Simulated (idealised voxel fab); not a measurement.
The process module presented herein is designated voxel gate over fins.
Cross-section cut: width 290 nm, square cells of 5 nm.
Each cross-section below is a grid of square cells, stated as bands in top-down order, with one or more rows of cells making up each band. Heads up on the band format: heights come first, top then bottom, in nm. After that it's the materials left to right, each with its width in nm. A single material flagged "all across" fills the whole band edge to edge, and "blank" means there's empty space there. Heads up on the height convention: 0 is the point under which the incoming wafer is all one material, and the lowest band has no bottom, it just keeps going down, like "0 nm and below". With a width like "30 to 40", each row of cells in the band differs from the next by the same amount, the top row carrying the first number and the bottom row the second. It should be understood that the words "remained the same", when stated for a given step, signify that the cross-section underwent no change in any of its cells during that step. "Closed voids list" means: voids of 8 cells or more that are shut off from the top with no open way through. Written width x height at distance, distance from the left edge, in nm. Anything after a step's settings on that line? It's the simulator's own note about the step. overlay nm: mask offset rightward from planned place, masked step; negative means leftward offset.

So here's the lineup of process steps we planned
1. RECEIVE, material Si
2. CONFORMAL_DEP, material SiN, thk nm 5
3. DIRECTIONAL_DEP, material aC, thk nm 15
4. PATTERN, tone cover, mask id FINS, material resist, width nm 15, pitch nm 60, thk nm 35, overlay nm 0
5. DIRECTIONAL_ETCH, etch materials aC, depth nm 15
6. STRIP, etch materials resist
7. DIRECTIONAL_ETCH, etch materials SiN, depth nm 5
8. DIRECTIONAL_ETCH, etch materials Si, depth nm 40
9. STRIP, etch materials aC
10. FILL_DEP, material SiO2, thk nm 15
11. CMP, height nm 5
12. PATTERN, tone open, mask id RAIL, material resist, width nm 15, thk nm 15, overlay nm 0
13. DIRECTIONAL_ETCH, etch materials SiO2, depth nm 40
14. STRIP, etch materials resist
15. CONFORMAL_DEP, material TiN, thk nm 5
16. FILL_DEP, material W, thk nm 5
17. CMP, height nm 5
18. SELECTIVE_ETCH, etch materials W Ru TiN, depth nm 20
19. FILL_DEP, material SiO2, thk nm 5
20. CMP, height nm 5
21. SELECTIVE_ETCH, etch materials SiO2, depth nm 15
22. STRIP, etch materials SiN
23. CONFORMAL_DEP, material HfO2, thk nm 5
24. CONFORMAL_DEP, material TiN, thk nm 5
25. FILL_DEP, material W, thk nm 15
26. CMP, height nm 20
27. CONFORMAL_DEP, material SiCN, thk nm 10

The first wafer of two, processed as planned

Received-state cross-section, reflecting completion of step 1
> 0 nm and below = Si all across
> Closed voids list: none

Cross-sectional representation of the wafer at the conclusion of step 2
> 5 nm to 0 nm = SiN all across
> Everything below 0 is unchanged.

Cross-sectional representation of the wafer at the conclusion of step 3
> 20 nm to 5 nm = aC all across
> Everything below 5 is unchanged.

Cross-sectional representation of the wafer at the conclusion of step 4
> 55 nm to 20 nm = blank (45) | resist (15) | blank (45) | resist (15) | blank (45) | resist (15) | blank (45) | resist (15) | blank (50)
> Everything below 20 is unchanged.

Cross-sectional representation of the wafer at the conclusion of step 5
> 40 nm to 20 nm = blank (45) | resist (15) | blank (45) | resist (15) | blank (45) | resist (15) | blank (45) | resist (15) | blank (50)
> 20 nm to 5 nm = blank (45) | aC (15) | blank (45) | aC (15) | blank (45) | aC (15) | blank (45) | aC (15) | blank (50)
> Everything below 5 is unchanged.

Cross-sectional representation of the wafer at the conclusion of step 6
> 20 nm to 5 nm = blank (45) | aC (15) | blank (45) | aC (15) | blank (45) | aC (15) | blank (45) | aC (15) | blank (50)
> Everything below 5 is unchanged.

Cross-sectional representation of the wafer at the conclusion of step 7
> 20 nm to 5 nm = blank (45) | aC (15) | blank (45) | aC (15) | blank (45) | aC (15) | blank (45) | aC (15) | blank (50)
> 5 nm to 0 nm = blank (45) | SiN (15) | blank (45) | SiN (15) | blank (45) | SiN (15) | blank (45) | SiN (15) | blank (50)
> Everything below 0 is unchanged.

Cross-sectional representation of the wafer at the conclusion of step 8
> 20 nm to 5 nm = blank (45) | aC (15) | blank (45) | aC (15) | blank (45) | aC (15) | blank (45) | aC (15) | blank (50)
> 5 nm to 0 nm = blank (45) | SiN (15) | blank (45) | SiN (15) | blank (45) | SiN (15) | blank (45) | SiN (15) | blank (50)
> 0 nm to -40 nm = blank (45) | Si (15) | blank (45) | Si (15) | blank (45) | Si (15) | blank (45) | Si (15) | blank (50)
> Everything below -40 is unchanged.

Cross-sectional representation of the wafer at the conclusion of step 9
> 5 nm to 0 nm = blank (45) | SiN (15) | blank (45) | SiN (15) | blank (45) | SiN (15) | blank (45) | SiN (15) | blank (50)
> Everything below 0 is unchanged.

Cross-sectional representation of the wafer at the conclusion of step 10
> 20 nm to 5 nm = SiO2 all across
> 5 nm to 0 nm = SiO2 (45) | SiN (15) | SiO2 (45) | SiN (15) | SiO2 (45) | SiN (15) | SiO2 (45) | SiN (15) | SiO2 (50)
> 0 nm to -40 nm = SiO2 (45) | Si (15) | SiO2 (45) | Si (15) | SiO2 (45) | Si (15) | SiO2 (45) | Si (15) | SiO2 (50)
> Everything below -40 is unchanged.

Cross-sectional representation of the wafer at the conclusion of step 11
> 5 nm to 0 nm = SiO2 (45) | SiN (15) | SiO2 (45) | SiN (15) | SiO2 (45) | SiN (15) | SiO2 (45) | SiN (15) | SiO2 (50)
> Everything below 0 is unchanged.

Cross-sectional representation of the wafer at the conclusion of step 12
> 20 nm to 5 nm = resist (75) | blank (15) | resist (200)
> Everything below 5 is unchanged.

Cross-sectional representation of the wafer at the conclusion of step 13
> 20 nm to 5 nm = resist (75) | blank (15) | resist (200)
> 5 nm to 0 nm = SiO2 (45) | SiN (15) | SiO2 (15) | blank (15) | SiO2 (15) | SiN (15) | SiO2 (45) | SiN (15) | SiO2 (45) | SiN (15) | SiO2 (50)
> 0 nm to -35 nm = SiO2 (45) | Si (15) | SiO2 (15) | blank (15) | SiO2 (15) | Si (15) | SiO2 (45) | Si (15) | SiO2 (45) | Si (15) | SiO2 (50)
> Everything below -35 is unchanged.

Cross-sectional representation of the wafer at the conclusion of step 14
> 5 nm to 0 nm = SiO2 (45) | SiN (15) | SiO2 (15) | blank (15) | SiO2 (15) | SiN (15) | SiO2 (45) | SiN (15) | SiO2 (45) | SiN (15) | SiO2 (50)
> Everything below 0 is unchanged.

Cross-sectional representation of the wafer at the conclusion of step 15
> 10 nm to 5 nm = TiN (80) | blank (5) | TiN (205)
> 5 nm to 0 nm = SiO2 (45) | SiN (15) | SiO2 (15) | TiN (5) | blank (5) | TiN (5) | SiO2 (15) | SiN (15) | SiO2 (45) | SiN (15) | SiO2 (45) | SiN (15) | SiO2 (50)
> 0 nm to -30 nm = SiO2 (45) | Si (15) | SiO2 (15) | TiN (5) | blank (5) | TiN (5) | SiO2 (15) | Si (15) | SiO2 (45) | Si (15) | SiO2 (45) | Si (15) | SiO2 (50)
> -30 nm to -35 nm = SiO2 (45) | Si (15) | SiO2 (15) | TiN (15) | SiO2 (15) | Si (15) | SiO2 (45) | Si (15) | SiO2 (45) | Si (15) | SiO2 (50)
> Everything below -35 is unchanged.

Cross-sectional representation of the wafer at the conclusion of step 16
> 15 nm to 10 nm = W all across
> 10 nm to 5 nm = TiN (80) | W (5) | TiN (205)
> 5 nm to 0 nm = SiO2 (45) | SiN (15) | SiO2 (15) | TiN (5) | W (5) | TiN (5) | SiO2 (15) | SiN (15) | SiO2 (45) | SiN (15) | SiO2 (45) | SiN (15) | SiO2 (50)
> 0 nm to -30 nm = SiO2 (45) | Si (15) | SiO2 (15) | TiN (5) | W (5) | TiN (5) | SiO2 (15) | Si (15) | SiO2 (45) | Si (15) | SiO2 (45) | Si (15) | SiO2 (50)
> Everything below -30 is unchanged.

Cross-sectional representation of the wafer at the conclusion of step 17
> 5 nm to 0 nm = SiO2 (45) | SiN (15) | SiO2 (15) | TiN (5) | W (5) | TiN (5) | SiO2 (15) | SiN (15) | SiO2 (45) | SiN (15) | SiO2 (45) | SiN (15) | SiO2 (50)
> Everything below 0 is unchanged.

Cross-sectional representation of the wafer at the conclusion of step 18
> 5 nm to 0 nm = SiO2 (45) | SiN (15) | SiO2 (15) | blank (15) | SiO2 (15) | SiN (15) | SiO2 (45) | SiN (15) | SiO2 (45) | SiN (15) | SiO2 (50)
> 0 nm to -15 nm = SiO2 (45) | Si (15) | SiO2 (15) | blank (15) | SiO2 (15) | Si (15) | SiO2 (45) | Si (15) | SiO2 (45) | Si (15) | SiO2 (50)
> Everything below -15 is unchanged.

Cross-sectional representation of the wafer at the conclusion of step 19
> 10 nm to 5 nm = SiO2 all across
> 5 nm to 0 nm = SiO2 (45) | SiN (15) | SiO2 (45) | SiN (15) | SiO2 (45) | SiN (15) | SiO2 (45) | SiN (15) | SiO2 (50)
> 0 nm to -15 nm = SiO2 (45) | Si (15) | SiO2 (45) | Si (15) | SiO2 (45) | Si (15) | SiO2 (45) | Si (15) | SiO2 (50)
> Everything below -15 is unchanged.

Cross-sectional representation of the wafer at the conclusion of step 20
> 5 nm to 0 nm = SiO2 (45) | SiN (15) | SiO2 (45) | SiN (15) | SiO2 (45) | SiN (15) | SiO2 (45) | SiN (15) | SiO2 (50)
> Everything below 0 is unchanged.

Cross-sectional representation of the wafer at the conclusion of step 21
> 5 nm to 0 nm = blank (45) | SiN (15) | blank (45) | SiN (15) | blank (45) | SiN (15) | blank (45) | SiN (15) | blank (50)
> 0 nm to -10 nm = blank (45) | Si (15) | blank (45) | Si (15) | blank (45) | Si (15) | blank (45) | Si (15) | blank (50)
> Everything below -10 is unchanged.

Cross-sectional representation of the wafer at the conclusion of step 22
> 0 nm to -10 nm = blank (45) | Si (15) | blank (45) | Si (15) | blank (45) | Si (15) | blank (45) | Si (15) | blank (50)
> Everything below -10 is unchanged.

Cross-sectional representation of the wafer at the conclusion of step 23
> 5 nm to 0 nm = blank (40) | HfO2 (25) | blank (35) | HfO2 (25) | blank (35) | HfO2 (25) | blank (35) | HfO2 (25) | blank (45)
> 0 nm to -5 nm = blank (40) | HfO2 (5) | Si (15) | HfO2 (5) | blank (35) | HfO2 (5) | Si (15) | HfO2 (5) | blank (35) | HfO2 (5) | Si (15) | HfO2 (5) | blank (35) | HfO2 (5) | Si (15) | HfO2 (5) | blank (45)
> -5 nm to -10 nm = HfO2 (45) | Si (15) | HfO2 (45) | Si (15) | HfO2 (45) | Si (15) | HfO2 (45) | Si (15) | HfO2 (50)
> Everything below -10 is unchanged.

Cross-sectional representation of the wafer at the conclusion of step 24
> 10 nm to 5 nm = blank (35) | TiN (35) | blank (25) | TiN (35) | blank (25) | TiN (35) | blank (25) | TiN (35) | blank (40)
> 5 nm to 0 nm = blank (35) | TiN (5) | HfO2 (25) | TiN (5) | blank (25) | TiN (5) | HfO2 (25) | TiN (5) | blank (25) | TiN (5) | HfO2 (25) | TiN (5) | blank (25) | TiN (5) | HfO2 (25) | TiN (5) | blank (40)
> 0 nm to -5 nm = TiN (40) | HfO2 (5) | Si (15) | HfO2 (5) | TiN (35) | HfO2 (5) | Si (15) | HfO2 (5) | TiN (35) | HfO2 (5) | Si (15) | HfO2 (5) | TiN (35) | HfO2 (5) | Si (15) | HfO2 (5) | TiN (45)
> Everything below -5 is unchanged.

Cross-sectional representation of the wafer at the conclusion of step 25
> 25 nm to 10 nm = W all across
> 10 nm to 5 nm = W (35) | TiN (35) | W (25) | TiN (35) | W (25) | TiN (35) | W (25) | TiN (35) | W (40)
> 5 nm to 0 nm = W (35) | TiN (5) | HfO2 (25) | TiN (5) | W (25) | TiN (5) | HfO2 (25) | TiN (5) | W (25) | TiN (5) | HfO2 (25) | TiN (5) | W (25) | TiN (5) | HfO2 (25) | TiN (5) | W (40)
> Everything below 0 is unchanged.

Cross-sectional representation of the wafer at the conclusion of step 26
> 20 nm to 10 nm = W all across
> Everything below 10 is unchanged.

Cross-sectional representation of the wafer at the conclusion of step 27
> 30 nm to 20 nm = SiCN all across
> Everything below 20 is unchanged.

Wafer two. Same start, same plan, one slip in execution. Same as wafer one through step 25, inclusive

At the planned end of step 26, the second wafer in cross-section
> 15 nm to 10 nm = W all across
> Everything below 10 is unchanged.

At the planned end of step 27, the second wafer in cross-section
> 25 nm to 15 nm = SiCN all across
> Everything below 15 is unchanged.
Diagnosis: rather than as planned, step 26 actually ran as CMP, height nm 15
Heads up, by the end the second wafer has more or fewer cells of some materials compared to the first: 58 fewer of W
